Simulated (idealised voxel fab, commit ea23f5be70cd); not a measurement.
Process module heading - voxel air gaps
Shown is cross-section cut, with a width of 280 nm and square cells of size 5 nm.
This document writes a cross-section as a grid whose cells are square, and gives it as bands, listed from the top down; one or more rows of cells form a band.
Heights first: top, then bottom, in nm. Then materials, left to right, each with a width in nm. "full width" on a single material: fills the band edge to edge. "air": empty space.
Note: height 0 marks the level under which the wafer is uniformly one material as received. Lowest band unbounded below, written "0 nm and below".
It should be noted that a width expressed as "30 to 40" varies in equal increments from row to row of cells within the band, taking the value of the first number at the top row and that of the second number at the bottom row.
No cell of the cross-section changed in a step that is given as "no change".
So "Entrapped void list" is basically the list of trapped voids: any empty space of 8 cells or more that can't reach the top through an opening. They're written width x height at distance, the distance being from the left edge, and it's all nm.
Heads up: the bit after the settings on a step's line is the simulator's remark on that step.
"overlay nm" denotes, for a step that has a mask, the displacement of the mask to the right of its planned place, with negative values corresponding to the left.
Intended process steps
step 1: RECEIVE, material Si
step 2: CONFORMAL_DEP, material SiO2, thk nm 15
step 3: CONFORMAL_DEP, material SiCN, thk nm 5
step 4: DIRECTIONAL_DEP, material SiO2, thk nm 30
step 5: DIRECTIONAL_DEP, material aC, thk nm 10
step 6: PATTERN, tone open, mask id LINES, material resist, width nm 15, pitch nm 40, thk nm 30, overlay nm 0
step 7: DIRECTIONAL_ETCH, etch materials aC, depth nm 10
step 8: STRIP, etch materials resist
step 9: DIRECTIONAL_ETCH, etch materials SiO2, depth nm 30
step 10: STRIP, etch materials aC
step 11: CONFORMAL_DEP, material TiN, thk nm 5
step 12: FILL_DEP, material Cu, thk nm 5
step 13: CMP, height nm 50
step 14: EPI, material Ru, thk nm 10
step 15: SELECTIVE_ETCH, etch materials SiO2, depth nm 40
step 16: CONFORMAL_DEP, material SiCN, thk nm 5
The first wafer of two, processed as planned
Wafer at receipt (post step 1), cross-section
	0 nm and below: Si full width
	Entrapped void list: none
You're looking at a cross-section of the wafer after step 2
	15 nm to 0 nm: SiO2 full width
	No changes below 0.
You're looking at a cross-section of the wafer after step 3
	20 nm to 15 nm: SiCN full width
	No changes below 15.
You're looking at a cross-section of the wafer after step 4
	50 nm to 20 nm: SiO2 full width
	No changes below 20.
You're looking at a cross-section of the wafer after step 5
	60 nm to 50 nm: aC full width
	No changes below 50.
You're looking at a cross-section of the wafer after step 6
	90 nm to 60 nm: 70 of resist | 15 of air | 25 of resist | 15 of air | 25 of resist | 15 of air | 25 of resist | 15 of air | 75 of resist
	No changes below 60.
You're looking at a cross-section of the wafer after step 7
	80 nm to 60 nm: 70 of resist | 15 of air | 25 of resist | 15 of air | 25 of resist | 15 of air | 25 of resist | 15 of air | 75 of resist
	60 nm to 50 nm: 70 of aC | 15 of air | 25 of aC | 15 of air | 25 of aC | 15 of air | 25 of aC | 15 of air | 75 of aC
	No changes below 50.
You're looking at a cross-section of the wafer after step 8
	60 nm to 50 nm: 70 of aC | 15 of air | 25 of aC | 15 of air | 25 of aC | 15 of air | 25 of aC | 15 of air | 75 of aC
	No changes below 50.
You're looking at a cross-section of the wafer after step 9
	60 nm to 50 nm: 70 of aC | 15 of air | 25 of aC | 15 of air | 25 of aC | 15 of air | 25 of aC | 15 of air | 75 of aC
	50 nm to 20 nm: 70 of SiO2 | 15 of air | 25 of SiO2 | 15 of air | 25 of SiO2 | 15 of air | 25 of SiO2 | 15 of air | 75 of SiO2
	No changes below 20.
You're looking at a cross-section of the wafer after step 10
	50 nm to 20 nm: 70 of SiO2 | 15 of air | 25 of SiO2 | 15 of air | 25 of SiO2 | 15 of air | 25 of SiO2 | 15 of air | 75 of SiO2
	No changes below 20.
You're looking at a cross-section of the wafer after step 11
	55 nm to 50 nm: 75 of TiN | 5 of air | 35 of TiN | 5 of air | 35 of TiN | 5 of air | 35 of TiN | 5 of air | 80 of TiN
	50 nm to 25 nm: 70 of SiO2 | 5 of TiN | 5 of air | 5 of TiN | 25 of SiO2 | 5 of TiN | 5 of air | 5 of TiN | 25 of SiO2 | 5 of TiN | 5 of air | 5 of TiN | 25 of SiO2 | 5 of TiN | 5 of air | 5 of TiN | 75 of SiO2
	25 nm to 20 nm: 70 of SiO2 | 15 of TiN | 25 of SiO2 | 15 of TiN | 25 of SiO2 | 15 of TiN | 25 of SiO2 | 15 of TiN | 75 of SiO2
	No changes below 20.
You're looking at a cross-section of the wafer after step 12
	60 nm to 55 nm: Cu full width
	55 nm to 50 nm: 75 of TiN | 5 of Cu | 35 of TiN | 5 of Cu | 35 of TiN | 5 of Cu | 35 of TiN | 5 of Cu | 80 of TiN
	50 nm to 25 nm: 70 of SiO2 | 5 of TiN | 5 of Cu | 5 of TiN | 25 of SiO2 | 5 of TiN | 5 of Cu | 5 of TiN | 25 of SiO2 | 5 of TiN | 5 of Cu | 5 of TiN | 25 of SiO2 | 5 of TiN | 5 of Cu | 5 of TiN | 75 of SiO2
	No changes below 25.
You're looking at a cross-section of the wafer after step 13
	50 nm to 25 nm: 70 of SiO2 | 5 of TiN | 5 of Cu | 5 of TiN | 25 of SiO2 | 5 of TiN | 5 of Cu | 5 of TiN | 25 of SiO2 | 5 of TiN | 5 of Cu | 5 of TiN | 25 of SiO2 | 5 of TiN | 5 of Cu | 5 of TiN | 75 of SiO2
	No changes below 25.
You're looking at a cross-section of the wafer after step 14
	60 nm to 50 nm: 60 of air | 35 of Ru | 5 of air | 35 of Ru | 5 of air | 35 of Ru | 5 of air | 35 of Ru | 65 of air
	No changes below 50.
You're looking at a cross-section of the wafer after step 15
	60 nm to 50 nm: 60 of air | 35 of Ru | 5 of air | 35 of Ru | 5 of air | 35 of Ru | 5 of air | 35 of Ru | 65 of air
	50 nm to 25 nm: 70 of air | 5 of TiN | 5 of Cu | 5 of TiN | 25 of air | 5 of TiN | 5 of Cu | 5 of TiN | 25 of air | 5 of TiN | 5 of Cu | 5 of TiN | 25 of air | 5 of TiN | 5 of Cu | 5 of TiN | 75 of air
	25 nm to 20 nm: 70 of air | 15 of TiN | 25 of air | 15 of TiN | 25 of air | 15 of TiN | 25 of air | 15 of TiN | 75 of air
	No changes below 20.
You're looking at a cross-section of the wafer after step 16
	65 nm to 60 nm: 55 of air | 165 of SiCN | 60 of air
	60 nm to 50 nm: 55 of air | 5 of SiCN | 35 of Ru | 5 of SiCN | 35 of Ru | 5 of SiCN | 35 of Ru | 5 of SiCN | 35 of Ru | 5 of SiCN | 60 of air
	50 nm to 45 nm: 55 of air | 15 of SiCN | 5 of TiN | 5 of Cu | 5 of TiN | 25 of SiCN | 5 of TiN | 5 of Cu | 5 of TiN | 25 of SiCN | 5 of TiN | 5 of Cu | 5 of TiN | 25 of SiCN | 5 of TiN | 5 of Cu | 5 of TiN | 15 of SiCN | 60 of air
	45 nm to 25 nm: 65 of air | 5 of SiCN | 5 of TiN | 5 of Cu | 5 of TiN | 5 of SiCN | 15 of air | 5 of SiCN | 5 of TiN | 5 of Cu | 5 of TiN | 5 of SiCN | 15 of air | 5 of SiCN | 5 of TiN | 5 of Cu | 5 of TiN | 5 of SiCN | 15 of air | 5 of SiCN | 5 of TiN | 5 of Cu | 5 of TiN | 5 of SiCN | 70 of air
	25 nm to 20 nm: 70 of SiCN | 15 of TiN | 25 of SiCN | 15 of TiN | 25 of SiCN | 15 of TiN | 25 of SiCN | 15 of TiN | 75 of SiCN
	No changes below 20.
	Entrapped void list: 15 x 20 at 90; 15 x 20 at 130; 15 x 20 at 170
Notes, second wafer: start = first wafer's, plan = first wafer's, execution had one mistake; history identical to first through step 5
Second wafer profile in section, at the moment step 6 of the plan was meant to be complete
	90 nm to 60 nm: 75 of resist | 15 of air | 25 of resist | 15 of air | 25 of resist | 15 of air | 25 of resist | 15 of air | 70 of resist
	No changes below 60.
Second wafer profile in section, at the moment step 7 of the plan was meant to be complete
	80 nm to 60 nm: 75 of resist | 15 of air | 25 of resist | 15 of air | 25 of resist | 15 of air | 25 of resist | 15 of air | 70 of resist
	60 nm to 50 nm: 75 of aC | 15 of air | 25 of aC | 15 of air | 25 of aC | 15 of air | 25 of aC | 15 of air | 70 of aC
	No changes below 50.
Second wafer profile in section, at the moment step 8 of the plan was meant to be complete
	60 nm to 50 nm: 75 of aC | 15 of air | 25 of aC | 15 of air | 25 of aC | 15 of air | 25 of aC | 15 of air | 70 of aC
	No changes below 50.
Second wafer profile in section, at the moment step 9 of the plan was meant to be complete
	60 nm to 50 nm: 75 of aC | 15 of air | 25 of aC | 15 of air | 25 of aC | 15 of air | 25 of aC | 15 of air | 70 of aC
	50 nm to 20 nm: 75 of SiO2 | 15 of air | 25 of SiO2 | 15 of air | 25 of SiO2 | 15 of air | 25 of SiO2 | 15 of air | 70 of SiO2
	No changes below 20.
Second wafer profile in section, at the moment step 10 of the plan was meant to be complete
	50 nm to 20 nm: 75 of SiO2 | 15 of air | 25 of SiO2 | 15 of air | 25 of SiO2 | 15 of air | 25 of SiO2 | 15 of air | 70 of SiO2
	No changes below 20.
Second wafer profile in section, at the moment step 11 of the plan was meant to be complete
	55 nm to 50 nm: 80 of TiN | 5 of air | 35 of TiN | 5 of air | 35 of TiN | 5 of air | 35 of TiN | 5 of air | 75 of TiN
	50 nm to 25 nm: 75 of SiO2 | 5 of TiN | 5 of air | 5 of TiN | 25 of SiO2 | 5 of TiN | 5 of air | 5 of TiN | 25 of SiO2 | 5 of TiN | 5 of air | 5 of TiN | 25 of SiO2 | 5 of TiN | 5 of air | 5 of TiN | 70 of SiO2
	25 nm to 20 nm: 75 of SiO2 | 15 of TiN | 25 of SiO2 | 15 of TiN | 25 of SiO2 | 15 of TiN | 25 of SiO2 | 15 of TiN | 70 of SiO2
	No changes below 20.
Second wafer profile in section, at the moment step 12 of the plan was meant to be complete
	60 nm to 55 nm: Cu full width
	55 nm to 50 nm: 80 of TiN | 5 of Cu | 35 of TiN | 5 of Cu | 35 of TiN | 5 of Cu | 35 of TiN | 5 of Cu | 75 of TiN
	50 nm to 25 nm: 75 of SiO2 | 5 of TiN | 5 of Cu | 5 of TiN | 25 of SiO2 | 5 of TiN | 5 of Cu | 5 of TiN | 25 of SiO2 | 5 of TiN | 5 of Cu | 5 of TiN | 25 of SiO2 | 5 of TiN | 5 of Cu | 5 of TiN | 70 of SiO2
	No changes below 25.
Second wafer profile in section, at the moment step 13 of the plan was meant to be complete
	50 nm to 25 nm: 75 of SiO2 | 5 of TiN | 5 of Cu | 5 of TiN | 25 of SiO2 | 5 of TiN | 5 of Cu | 5 of TiN | 25 of SiO2 | 5 of TiN | 5 of Cu | 5 of TiN | 25 of SiO2 | 5 of TiN | 5 of Cu | 5 of TiN | 70 of SiO2
	No changes below 25.
Second wafer profile in section, at the moment step 14 of the plan was meant to be complete
	60 nm to 50 nm: 65 of air | 35 of Ru | 5 of air | 35 of Ru | 5 of air | 35 of Ru | 5 of air | 35 of Ru | 60 of air
	No changes below 50.
Second wafer profile in section, at the moment step 15 of the plan was meant to be complete
	60 nm to 50 nm: 65 of air | 35 of Ru | 5 of air | 35 of Ru | 5 of air | 35 of Ru | 5 of air | 35 of Ru | 60 of air
	50 nm to 25 nm: 75 of air | 5 of TiN | 5 of Cu | 5 of TiN | 25 of air | 5 of TiN | 5 of Cu | 5 of TiN | 25 of air | 5 of TiN | 5 of Cu | 5 of TiN | 25 of air | 5 of TiN | 5 of Cu | 5 of TiN | 70 of air
	25 nm to 20 nm: 75 of air | 15 of TiN | 25 of air | 15 of TiN | 25 of air | 15 of TiN | 25 of air | 15 of TiN | 70 of air
	No changes below 20.
Second wafer profile in section, at the moment step 16 of the plan was meant to be complete
	65 nm to 60 nm: 60 of air | 165 of SiCN | 55 of air
	60 nm to 50 nm: 60 of air | 5 of SiCN | 35 of Ru | 5 of SiCN | 35 of Ru | 5 of SiCN | 35 of Ru | 5 of SiCN | 35 of Ru | 5 of SiCN | 55 of air
	50 nm to 45 nm: 60 of air | 15 of SiCN | 5 of TiN | 5 of Cu | 5 of TiN | 25 of SiCN | 5 of TiN | 5 of Cu | 5 of TiN | 25 of SiCN | 5 of TiN | 5 of Cu | 5 of TiN | 25 of SiCN | 5 of TiN | 5 of Cu | 5 of TiN | 15 of SiCN | 55 of air
	45 nm to 25 nm: 70 of air | 5 of SiCN | 5 of TiN | 5 of Cu | 5 of TiN | 5 of SiCN | 15 of air | 5 of SiCN | 5 of TiN | 5 of Cu | 5 of TiN | 5 of SiCN | 15 of air | 5 of SiCN | 5 of TiN | 5 of Cu | 5 of TiN | 5 of SiCN | 15 of air | 5 of SiCN | 5 of TiN | 5 of Cu | 5 of TiN | 5 of SiCN | 65 of air
	25 nm to 20 nm: 75 of SiCN | 15 of TiN | 25 of SiCN | 15 of TiN | 25 of SiCN | 15 of TiN | 25 of SiCN | 15 of TiN | 70 of SiCN
	No changes below 20.
	Entrapped void list: 15 x 20 at 95; 15 x 20 at 135; 15 x 20 at 175
Plan not followed: contrary to plan, step 6 was performed as PATTERN, tone open, mask id LINES, material resist, width nm 15, pitch nm 40, thk nm 30, overlay nm 5
at the end the second wafer has, in cells: as many of each material as the first, in other places
